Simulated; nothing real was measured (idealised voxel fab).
process module | voxel wiring stack
cross-section cut | 235 nm wide | cells 5 nm
A cross-section is a grid of square cells, given in bands from the top down. A band is one or more rows of cells.
Each band's line starts with the height of the band's top and of its bottom, in nm. Then come its materials from left to right, each with its width in nm. One material with "throughout" fills the band from edge to edge. "air" is empty space.
Height 0 is the level under which the wafer as received is all one material. The lowest band goes on downwards, as in "0 down".
A width such as "30 to 40" changes by the same amount from each row of cells to the next, from the band's top row to its bottom row.
"no change" after a step means that no cell of the cross-section changed.
closed voids: empty space of 8 cells or more with no open way to the top, each as width x height at its distance from the left edge, in nm
after a step's settings: what the simulator itself notes on the step
overlay nm, on a step with a mask: how far to the right of its planned place the mask lay; to the left if negative
plan
1 op RECEIVE | material Si
2 op CONFORMAL_DEP | material SiO2 | thk nm 10
3 op CONFORMAL_DEP | material SiCN | thk nm 5
4 op DIRECTIONAL_DEP | material SiO2 | thk nm 25
5 op MASKED_ETCH | tone open | mask id METAL_1 | width nm 25 | pitch nm 45 | etch materials SiO2 | depth nm 25 | overlay nm 0
6 op MASKED_ETCH | tone open | mask id METAL_1 | width nm 25 | pitch nm 45 | etch materials SiCN | depth nm 5 | overlay nm 0
7 op CONFORMAL_DEP | material TiN | thk nm 5
8 op FILL_DEP | material Cu | thk nm 10
9 op CMP | height nm 40
10 op CONFORMAL_DEP | material SiCN | thk nm 5
11 op DIRECTIONAL_DEP | material lowk | thk nm 30
12 op DIRECTIONAL_DEP | material aC | thk nm 10
13 op PATTERN | tone open | mask id METAL_2_HOLES | material resist | width nm 15 | pitch nm 90 | thk nm 30 | overlay nm 0
14 op DIRECTIONAL_ETCH | etch materials aC | depth nm 10
15 op STRIP | etch materials resist
16 op DIRECTIONAL_ETCH | etch materials lowk | depth nm 30
17 op STRIP | etch materials aC
18 op MASKED_ETCH | tone open | mask id METAL_2 | width nm 25 | pitch nm 45 | etch materials lowk | depth nm 20 | overlay nm 0
19 op MASKED_ETCH | tone open | mask id METAL_2 | width nm 25 | pitch nm 45 | etch materials SiCN | depth nm 5 | overlay nm 0
20 op CONFORMAL_DEP | material TiN | thk nm 5
21 op FILL_DEP | material Cu | thk nm 5
22 op CMP | height nm 75
23 op CONFORMAL_DEP | material SiCN | thk nm 5
24 op DIRECTIONAL_DEP | material lowk | thk nm 20
25 op MASKED_ETCH | tone open | mask id PLUG_2 | width nm 15 | pitch nm 90 | etch materials lowk | depth nm 20 | overlay nm 0
26 op MASKED_ETCH | tone open | mask id PLUG_2 | width nm 15 | pitch nm 90 | etch materials SiCN | depth nm 5 | overlay nm 0
27 op EPI | material Ru | thk nm 10
28 op EPI | material Ru | thk nm 10
29 op EPI | material Ru | thk nm 5
30 op CONFORMAL_DEP | material SiN | thk nm 5
31 op DIRECTIONAL_DEP | material lowk | thk nm 15
32 op PATTERN | tone open | mask id METAL_3 | material resist | width nm 25 | pitch nm 45 | thk nm 20 | overlay nm 0
33 op DIRECTIONAL_ETCH | etch materials lowk | depth nm 15
34 op DIRECTIONAL_ETCH | etch materials SiN | depth nm 5
35 op STRIP | etch materials resist
36 op CONFORMAL_DEP | material TiN | thk nm 5
37 op FILL_DEP | material Cu | thk nm 10
38 op CMP | height nm 120
39 op EPI | material Ru | thk nm 5
40 op FILL_DEP | material SiCN | thk nm 5
41 op DIRECTIONAL_DEP | material SiO2 | thk nm 10
42 op PATTERN | tone open | mask id PLUG_3 | material resist | width nm 15 | pitch nm 45 | thk nm 15 | overlay nm 0
43 op DIRECTIONAL_ETCH | etch materials SiO2 | depth nm 10
44 op DIRECTIONAL_ETCH | etch materials SiCN | depth nm 5
45 op STRIP | etch materials resist
46 op EPI | material Ru | thk nm 10
47 op EPI | material Ru | thk nm 5
48 op CONFORMAL_DEP | material SiCN | thk nm 5
49 op DIRECTIONAL_DEP | material SiO2 | thk nm 20
50 op PATTERN | tone open | mask id METAL_4 | material resist | width nm 25 | pitch nm 45 | thk nm 15 | overlay nm 0
51 op DIRECTIONAL_ETCH | etch materials SiO2 | depth nm 20
52 op DIRECTIONAL_ETCH | etch materials SiCN | depth nm 5
53 op STRIP | etch materials resist
54 op CONFORMAL_DEP | material TiN | thk nm 5
55 op FILL_DEP | material W | thk nm 10
56 op CMP | height nm 165
57 op CONFORMAL_DEP | material SiCN | thk nm 5
first wafer, as planned
as received, after step 1
  0 down: Si throughout
  closed voids: none
after step 2
  10 to 0: SiO2 throughout
  below 0: unchanged
after step 3
  15 to 10: SiCN throughout
  below 10: unchanged
after step 4
  40 to 15: SiO2 throughout
  below 15: unchanged
after step 5
  40 to 15: SiO2 60 | air 25 | SiO2 20 | air 25 | SiO2 20 | air 25 | SiO2 60
  below 15: unchanged
after step 6
  40 to 15: SiO2 60 | air 25 | SiO2 20 | air 25 | SiO2 20 | air 25 | SiO2 60
  15 to 10: SiCN 60 | air 25 | SiCN 20 | air 25 | SiCN 20 | air 25 | SiCN 60
  below 10: unchanged
after step 7
  45 to 40: TiN 65 | air 15 | TiN 30 | air 15 | TiN 30 | air 15 | TiN 65
  40 to 15: SiO2 60 | TiN 5 | air 15 | TiN 5 | SiO2 20 | TiN 5 | air 15 | TiN 5 | SiO2 20 | TiN 5 | air 15 | TiN 5 | SiO2 60
  15 to 10: SiCN 60 | TiN 25 | SiCN 20 | TiN 25 | SiCN 20 | TiN 25 | SiCN 60
  below 10: unchanged
after step 8
  55 to 45: Cu throughout
  45 to 40: TiN 65 | Cu 15 | TiN 30 | Cu 15 | TiN 30 | Cu 15 | TiN 65
  40 to 15: SiO2 60 | TiN 5 | Cu 15 | TiN 5 | SiO2 20 | TiN 5 | Cu 15 | TiN 5 | SiO2 20 | TiN 5 | Cu 15 | TiN 5 | SiO2 60
  below 15: unchanged
after step 9
  40 to 15: SiO2 60 | TiN 5 | Cu 15 | TiN 5 | SiO2 20 | TiN 5 | Cu 15 | TiN 5 | SiO2 20 | TiN 5 | Cu 15 | TiN 5 | SiO2 60
  below 15: unchanged
after step 10
  45 to 40: SiCN throughout
  below 40: unchanged
after step 11
  75 to 45: lowk throughout
  below 45: unchanged
after step 12
  85 to 75: aC throughout
  below 75: unchanged
after step 13
  115 to 85: resist 60 | air 15 | resist 75 | air 15 | resist 70
  below 85: unchanged
after step 14
  105 to 85: resist 60 | air 15 | resist 75 | air 15 | resist 70
  85 to 75: aC 60 | air 15 | aC 75 | air 15 | aC 70
  below 75: unchanged
after step 15
  85 to 75: aC 60 | air 15 | aC 75 | air 15 | aC 70
  below 75: unchanged
after step 16
  85 to 75: aC 60 | air 15 | aC 75 | air 15 | aC 70
  75 to 45: lowk 60 | air 15 | lowk 75 | air 15 | lowk 70
  below 45: unchanged
after step 17
  75 to 45: lowk 60 | air 15 | lowk 75 | air 15 | lowk 70
  below 45: unchanged
after step 18
  75 to 55: lowk 60 | air 25 | lowk 20 | air 25 | lowk 20 | air 25 | lowk 60
  below 55: unchanged
after step 19
  75 to 55: lowk 60 | air 25 | lowk 20 | air 25 | lowk 20 | air 25 | lowk 60
  55 to 45: lowk 60 | air 15 | lowk 75 | air 15 | lowk 70
  45 to 40: SiCN 60 | air 15 | SiCN 75 | air 15 | SiCN 70
  below 40: unchanged
after step 20
  80 to 75: TiN 65 | air 15 | TiN 30 | air 15 | TiN 30 | air 15 | TiN 65
  75 to 60: lowk 60 | TiN 5 | air 15 | TiN 5 | lowk 20 | TiN 5 | air 15 | TiN 5 | lowk 20 | TiN 5 | air 15 | TiN 5 | lowk 60
  60 to 55: lowk 60 | TiN 5 | air 5 | TiN 15 | lowk 20 | TiN 25 | lowk 20 | TiN 5 | air 5 | TiN 15 | lowk 60
  55 to 45: lowk 60 | TiN 5 | air 5 | TiN 5 | lowk 75 | TiN 5 | air 5 | TiN 5 | lowk 70
  45 to 40: SiCN 60 | TiN 15 | SiCN 75 | TiN 15 | SiCN 70
  below 40: unchanged
after step 21
  85 to 80: Cu throughout
  80 to 75: TiN 65 | Cu 15 | TiN 30 | Cu 15 | TiN 30 | Cu 15 | TiN 65
  75 to 60: lowk 60 | TiN 5 | Cu 15 | TiN 5 | lowk 20 | TiN 5 | Cu 15 | TiN 5 | lowk 20 | TiN 5 | Cu 15 | TiN 5 | lowk 60
  60 to 55: lowk 60 | TiN 5 | Cu 5 | TiN 15 | lowk 20 | TiN 25 | lowk 20 | TiN 5 | Cu 5 | TiN 15 | lowk 60
  55 to 45: lowk 60 | TiN 5 | Cu 5 | TiN 5 | lowk 75 | TiN 5 | Cu 5 | TiN 5 | lowk 70
  below 45: unchanged
after step 22
  75 to 60: lowk 60 | TiN 5 | Cu 15 | TiN 5 | lowk 20 | TiN 5 | Cu 15 | TiN 5 | lowk 20 | TiN 5 | Cu 15 | TiN 5 | lowk 60
  below 60: unchanged
after step 23
  80 to 75: SiCN throughout
  below 75: unchanged
after step 24
  100 to 80: lowk throughout
  below 80: unchanged
after step 25
  100 to 80: lowk 60 | air 15 | lowk 75 | air 15 | lowk 70
  below 80: unchanged
after step 26
  100 to 80: lowk 60 | air 15 | lowk 75 | air 15 | lowk 70
  80 to 75: SiCN 60 | air 15 | SiCN 75 | air 15 | SiCN 70
  below 75: unchanged
after step 27
  100 to 85: lowk 60 | air 15 | lowk 75 | air 15 | lowk 70
  85 to 80: lowk 60 | Ru 15 | lowk 75 | Ru 15 | lowk 70
  80 to 75: SiCN 60 | Ru 15 | SiCN 75 | Ru 15 | SiCN 70
  below 75: unchanged
after step 28
  100 to 95: lowk 60 | air 15 | lowk 75 | air 15 | lowk 70
  95 to 80: lowk 60 | Ru 15 | lowk 75 | Ru 15 | lowk 70
  below 80: unchanged
after step 29
  100 to 80: lowk 60 | Ru 15 | lowk 75 | Ru 15 | lowk 70
  below 80: unchanged
after step 30
  105 to 100: SiN throughout
  below 100: unchanged
after step 31
  120 to 105: lowk throughout
  below 105: unchanged
after step 32
  140 to 120: resist 60 | air 25 | resist 20 | air 25 | resist 20 | air 25 | resist 60
  below 120: unchanged
after step 33
  140 to 120: resist 60 | air 25 | resist 20 | air 25 | resist 20 | air 25 | resist 60
  120 to 105: lowk 60 | air 25 | lowk 20 | air 25 | lowk 20 | air 25 | lowk 60
  below 105: unchanged
after step 34
  140 to 120: resist 60 | air 25 | resist 20 | air 25 | resist 20 | air 25 | resist 60
  120 to 105: lowk 60 | air 25 | lowk 20 | air 25 | lowk 20 | air 25 | lowk 60
  105 to 100: SiN 60 | air 25 | SiN 20 | air 25 | SiN 20 | air 25 | SiN 60
  below 100: unchanged
after step 35
  120 to 105: lowk 60 | air 25 | lowk 20 | air 25 | lowk 20 | air 25 | lowk 60
  below 105: unchanged
after step 36
  125 to 120: TiN 65 | air 15 | TiN 30 | air 15 | TiN 30 | air 15 | TiN 65
  120 to 105: lowk 60 | TiN 5 | air 15 | TiN 5 | lowk 20 | TiN 5 | air 15 | TiN 5 | lowk 20 | TiN 5 | air 15 | TiN 5 | lowk 60
  105 to 100: SiN 60 | TiN 25 | SiN 20 | TiN 25 | SiN 20 | TiN 25 | SiN 60
  below 100: unchanged
after step 37
  135 to 125: Cu throughout
  125 to 120: TiN 65 | Cu 15 | TiN 30 | Cu 15 | TiN 30 | Cu 15 | TiN 65
  120 to 105: lowk 60 | TiN 5 | Cu 15 | TiN 5 | lowk 20 | TiN 5 | Cu 15 | TiN 5 | lowk 20 | TiN 5 | Cu 15 | TiN 5 | lowk 60
  below 105: unchanged
after step 38
  120 to 105: lowk 60 | TiN 5 | Cu 15 | TiN 5 | lowk 20 | TiN 5 | Cu 15 | TiN 5 | lowk 20 | TiN 5 | Cu 15 | TiN 5 | lowk 60
  below 105: unchanged
after step 39
  125 to 120: air 55 | Ru 35 | air 10 | Ru 35 | air 10 | Ru 35 | air 55
  below 120: unchanged
after step 40
  130 to 125: SiCN throughout
  125 to 120: SiCN 55 | Ru 35 | SiCN 10 | Ru 35 | SiCN 10 | Ru 35 | SiCN 55
  below 120: unchanged
after step 41
  140 to 130: SiO2 throughout
  below 130: unchanged
after step 42
  155 to 140: resist 60 | air 15 | resist 30 | air 15 | resist 30 | air 15 | resist 70
  below 140: unchanged
after step 43
  155 to 140: resist 60 | air 15 | resist 30 | air 15 | resist 30 | air 15 | resist 70
  140 to 130: SiO2 60 | air 15 | SiO2 30 | air 15 | SiO2 30 | air 15 | SiO2 70
  below 130: unchanged
after step 44
  155 to 140: resist 60 | air 15 | resist 30 | air 15 | resist 30 | air 15 | resist 70
  140 to 130: SiO2 60 | air 15 | SiO2 30 | air 15 | SiO2 30 | air 15 | SiO2 70
  130 to 125: SiCN 60 | air 15 | SiCN 30 | air 15 | SiCN 30 | air 15 | SiCN 70
  below 125: unchanged
after step 45
  140 to 130: SiO2 60 | air 15 | SiO2 30 | air 15 | SiO2 30 | air 15 | SiO2 70
  below 130: unchanged
after step 46
  140 to 135: SiO2 60 | air 15 | SiO2 30 | air 15 | SiO2 30 | air 15 | SiO2 70
  135 to 130: SiO2 60 | Ru 15 | SiO2 30 | Ru 15 | SiO2 30 | Ru 15 | SiO2 70
  130 to 120: SiCN 60 to 55 | Ru 15 to 35 | SiCN 30 to 10 | Ru 15 to 35 | SiCN 30 to 10 | Ru 15 to 35 | SiCN 70 to 55
  below 120: unchanged
after step 47
  140 to 130: SiO2 60 | Ru 15 | SiO2 30 | Ru 15 | SiO2 30 | Ru 15 | SiO2 70
  below 130: unchanged
after step 48
  145 to 140: SiCN throughout
  below 140: unchanged
after step 49
  165 to 145: SiO2 throughout
  below 145: unchanged
after step 50
  180 to 165: resist 60 | air 25 | resist 20 | air 25 | resist 20 | air 25 | resist 60
  below 165: unchanged
after step 51
  180 to 165: resist 60 | air 25 | resist 20 | air 25 | resist 20 | air 25 | resist 60
  165 to 145: SiO2 60 | air 25 | SiO2 20 | air 25 | SiO2 20 | air 25 | SiO2 60
  below 145: unchanged
after step 52
  180 to 165: resist 60 | air 25 | resist 20 | air 25 | resist 20 | air 25 | resist 60
  165 to 145: SiO2 60 | air 25 | SiO2 20 | air 25 | SiO2 20 | air 25 | SiO2 60
  145 to 140: SiCN 60 | air 25 | SiCN 20 | air 25 | SiCN 20 | air 25 | SiCN 60
  below 140: unchanged
after step 53
  165 to 145: SiO2 60 | air 25 | SiO2 20 | air 25 | SiO2 20 | air 25 | SiO2 60
  below 145: unchanged
after step 54
  170 to 165: TiN 65 | air 15 | TiN 30 | air 15 | TiN 30 | air 15 | TiN 65
  165 to 145: SiO2 60 | TiN 5 | air 15 | TiN 5 | SiO2 20 | TiN 5 | air 15 | TiN 5 | SiO2 20 | TiN 5 | air 15 | TiN 5 | SiO2 60
  145 to 140: SiCN 60 | TiN 25 | SiCN 20 | TiN 25 | SiCN 20 | TiN 25 | SiCN 60
  below 140: unchanged
after step 55
  180 to 170: W throughout
  170 to 165: TiN 65 | W 15 | TiN 30 | W 15 | TiN 30 | W 15 | TiN 65
  165 to 145: SiO2 60 | TiN 5 | W 15 | TiN 5 | SiO2 20 | TiN 5 | W 15 | TiN 5 | SiO2 20 | TiN 5 | W 15 | TiN 5 | SiO2 60
  below 145: unchanged
after step 56
  165 to 145: SiO2 60 | TiN 5 | W 15 | TiN 5 | SiO2 20 | TiN 5 | W 15 | TiN 5 | SiO2 20 | TiN 5 | W 15 | TiN 5 | SiO2 60
  below 145: unchanged
after step 57
  170 to 165: SiCN throughout
  below 165: unchanged
second wafer: like start, like plan, one mistake. Through step 19 it matches the first wafer
when step 20 should have ended
  80 to 75: SiN 65 | air 15 | SiN 30 | air 15 | SiN 30 | air 15 | SiN 65
  75 to 60: lowk 60 | SiN 5 | air 15 | SiN 5 | lowk 20 | SiN 5 | air 15 | SiN 5 | lowk 20 | SiN 5 | air 15 | SiN 5 | lowk 60
  60 to 55: lowk 60 | SiN 5 | air 5 | SiN 15 | lowk 20 | SiN 25 | lowk 20 | SiN 5 | air 5 | SiN 15 | lowk 60
  55 to 45: lowk 60 | SiN 5 | air 5 | SiN 5 | lowk 75 | SiN 5 | air 5 | SiN 5 | lowk 70
  45 to 40: SiCN 60 | SiN 15 | SiCN 75 | SiN 15 | SiCN 70
  below 40: unchanged
when step 21 should have ended
  85 to 80: Cu throughout
  80 to 75: SiN 65 | Cu 15 | SiN 30 | Cu 15 | SiN 30 | Cu 15 | SiN 65
  75 to 60: lowk 60 | SiN 5 | Cu 15 | SiN 5 | lowk 20 | SiN 5 | Cu 15 | SiN 5 | lowk 20 | SiN 5 | Cu 15 | SiN 5 | lowk 60
  60 to 55: lowk 60 | SiN 5 | Cu 5 | SiN 15 | lowk 20 | SiN 25 | lowk 20 | SiN 5 | Cu 5 | SiN 15 | lowk 60
  55 to 45: lowk 60 | SiN 5 | Cu 5 | SiN 5 | lowk 75 | SiN 5 | Cu 5 | SiN 5 | lowk 70
  below 45: unchanged
when step 22 should have ended
  75 to 60: lowk 60 | SiN 5 | Cu 15 | SiN 5 | lowk 20 | SiN 5 | Cu 15 | SiN 5 | lowk 20 | SiN 5 | Cu 15 | SiN 5 | lowk 60
  below 60: unchanged
when step 23 should have ended
  80 to 75: SiCN throughout
  below 75: unchanged
when step 24 should have ended
  100 to 80: lowk throughout
  below 80: unchanged
when step 25 should have ended
  100 to 80: lowk 60 | air 15 | lowk 75 | air 15 | lowk 70
  below 80: unchanged
when step 26 should have ended
  100 to 80: lowk 60 | air 15 | lowk 75 | air 15 | lowk 70
  80 to 75: SiCN 60 | air 15 | SiCN 75 | air 15 | SiCN 70
  below 75: unchanged
when step 27 should have ended
  100 to 85: lowk 60 | air 15 | lowk 75 | air 15 | lowk 70
  85 to 80: lowk 60 | Ru 15 | lowk 75 | Ru 15 | lowk 70
  80 to 75: SiCN 60 | Ru 15 | SiCN 75 | Ru 15 | SiCN 70
  below 75: unchanged
when step 28 should have ended
  100 to 95: lowk 60 | air 15 | lowk 75 | air 15 | lowk 70
  95 to 80: lowk 60 | Ru 15 | lowk 75 | Ru 15 | lowk 70
  below 80: unchanged
when step 29 should have ended
  100 to 80: lowk 60 | Ru 15 | lowk 75 | Ru 15 | lowk 70
  below 80: unchanged
when step 30 should have ended
  105 to 100: SiN throughout
  below 100: unchanged
when step 31 should have ended
  120 to 105: lowk throughout
  below 105: unchanged
when step 32 should have ended
  140 to 120: resist 60 | air 25 | resist 20 | air 25 | resist 20 | air 25 | resist 60
  below 120: unchanged
when step 33 should have ended
  140 to 120: resist 60 | air 25 | resist 20 | air 25 | resist 20 | air 25 | resist 60
  120 to 105: lowk 60 | air 25 | lowk 20 | air 25 | lowk 20 | air 25 | lowk 60
  below 105: unchanged
when step 34 should have ended
  140 to 120: resist 60 | air 25 | resist 20 | air 25 | resist 20 | air 25 | resist 60
  120 to 105: lowk 60 | air 25 | lowk 20 | air 25 | lowk 20 | air 25 | lowk 60
  105 to 100: SiN 60 | air 25 | SiN 20 | air 25 | SiN 20 | air 25 | SiN 60
  below 100: unchanged
when step 35 should have ended
  120 to 105: lowk 60 | air 25 | lowk 20 | air 25 | lowk 20 | air 25 | lowk 60
  below 105: unchanged
when step 36 should have ended
  125 to 120: TiN 65 | air 15 | TiN 30 | air 15 | TiN 30 | air 15 | TiN 65
  120 to 105: lowk 60 | TiN 5 | air 15 | TiN 5 | lowk 20 | TiN 5 | air 15 | TiN 5 | lowk 20 | TiN 5 | air 15 | TiN 5 | lowk 60
  105 to 100: SiN 60 | TiN 25 | SiN 20 | TiN 25 | SiN 20 | TiN 25 | SiN 60
  below 100: unchanged
when step 37 should have ended
  135 to 125: Cu throughout
  125 to 120: TiN 65 | Cu 15 | TiN 30 | Cu 15 | TiN 30 | Cu 15 | TiN 65
  120 to 105: lowk 60 | TiN 5 | Cu 15 | TiN 5 | lowk 20 | TiN 5 | Cu 15 | TiN 5 | lowk 20 | TiN 5 | Cu 15 | TiN 5 | lowk 60
  below 105: unchanged
when step 38 should have ended
  120 to 105: lowk 60 | TiN 5 | Cu 15 | TiN 5 | lowk 20 | TiN 5 | Cu 15 | TiN 5 | lowk 20 | TiN 5 | Cu 15 | TiN 5 | lowk 60
  below 105: unchanged
when step 39 should have ended
  125 to 120: air 55 | Ru 35 | air 10 | Ru 35 | air 10 | Ru 35 | air 55
  below 120: unchanged
when step 40 should have ended
  130 to 125: SiCN throughout
  125 to 120: SiCN 55 | Ru 35 | SiCN 10 | Ru 35 | SiCN 10 | Ru 35 | SiCN 55
  below 120: unchanged
when step 41 should have ended
  140 to 130: SiO2 throughout
  below 130: unchanged
when step 42 should have ended
  155 to 140: resist 60 | air 15 | resist 30 | air 15 | resist 30 | air 15 | resist 70
  below 140: unchanged
when step 43 should have ended
  155 to 140: resist 60 | air 15 | resist 30 | air 15 | resist 30 | air 15 | resist 70
  140 to 130: SiO2 60 | air 15 | SiO2 30 | air 15 | SiO2 30 | air 15 | SiO2 70
  below 130: unchanged
when step 44 should have ended
  155 to 140: resist 60 | air 15 | resist 30 | air 15 | resist 30 | air 15 | resist 70
  140 to 130: SiO2 60 | air 15 | SiO2 30 | air 15 | SiO2 30 | air 15 | SiO2 70
  130 to 125: SiCN 60 | air 15 | SiCN 30 | air 15 | SiCN 30 | air 15 | SiCN 70
  below 125: unchanged
when step 45 should have ended
  140 to 130: SiO2 60 | air 15 | SiO2 30 | air 15 | SiO2 30 | air 15 | SiO2 70
  below 130: unchanged
when step 46 should have ended
  140 to 135: SiO2 60 | air 15 | SiO2 30 | air 15 | SiO2 30 | air 15 | SiO2 70
  135 to 130: SiO2 60 | Ru 15 | SiO2 30 | Ru 15 | SiO2 30 | Ru 15 | SiO2 70
  130 to 120: SiCN 60 to 55 | Ru 15 to 35 | SiCN 30 to 10 | Ru 15 to 35 | SiCN 30 to 10 | Ru 15 to 35 | SiCN 70 to 55
  below 120: unchanged
when step 47 should have ended
  140 to 130: SiO2 60 | Ru 15 | SiO2 30 | Ru 15 | SiO2 30 | Ru 15 | SiO2 70
  below 130: unchanged
when step 48 should have ended
  145 to 140: SiCN throughout
  below 140: unchanged
when step 49 should have ended
  165 to 145: SiO2 throughout
  below 145: unchanged
when step 50 should have ended
  180 to 165: resist 60 | air 25 | resist 20 | air 25 | resist 20 | air 25 | resist 60
  below 165: unchanged
when step 51 should have ended
  180 to 165: resist 60 | air 25 | resist 20 | air 25 | resist 20 | air 25 | resist 60
  165 to 145: SiO2 60 | air 25 | SiO2 20 | air 25 | SiO2 20 | air 25 | SiO2 60
  below 145: unchanged
when step 52 should have ended
  180 to 165: resist 60 | air 25 | resist 20 | air 25 | resist 20 | air 25 | resist 60
  165 to 145: SiO2 60 | air 25 | SiO2 20 | air 25 | SiO2 20 | air 25 | SiO2 60
  145 to 140: SiCN 60 | air 25 | SiCN 20 | air 25 | SiCN 20 | air 25 | SiCN 60
  below 140: unchanged
when step 53 should have ended
  165 to 145: SiO2 60 | air 25 | SiO2 20 | air 25 | SiO2 20 | air 25 | SiO2 60
  below 145: unchanged
when step 54 should have ended
  170 to 165: TiN 65 | air 15 | TiN 30 | air 15 | TiN 30 | air 15 | TiN 65
  165 to 145: SiO2 60 | TiN 5 | air 15 | TiN 5 | SiO2 20 | TiN 5 | air 15 | TiN 5 | SiO2 20 | TiN 5 | air 15 | TiN 5 | SiO2 60
  145 to 140: SiCN 60 | TiN 25 | SiCN 20 | TiN 25 | SiCN 20 | TiN 25 | SiCN 60
  below 140: unchanged
when step 55 should have ended
  180 to 170: W throughout
  170 to 165: TiN 65 | W 15 | TiN 30 | W 15 | TiN 30 | W 15 | TiN 65
  165 to 145: SiO2 60 | TiN 5 | W 15 | TiN 5 | SiO2 20 | TiN 5 | W 15 | TiN 5 | SiO2 20 | TiN 5 | W 15 | TiN 5 | SiO2 60
  below 145: unchanged
when step 56 should have ended
  165 to 145: SiO2 60 | TiN 5 | W 15 | TiN 5 | SiO2 20 | TiN 5 | W 15 | TiN 5 | SiO2 20 | TiN 5 | W 15 | TiN 5 | SiO2 60
  below 145: unchanged
when step 57 should have ended
  170 to 165: SiCN throughout
  below 165: unchanged
what went wrong: step 20 ran as: op CONFORMAL_DEP | material SiN | thk nm 5
at the end the second wafer has, in cells: 45 more of SiN | 45 fewer of TiN
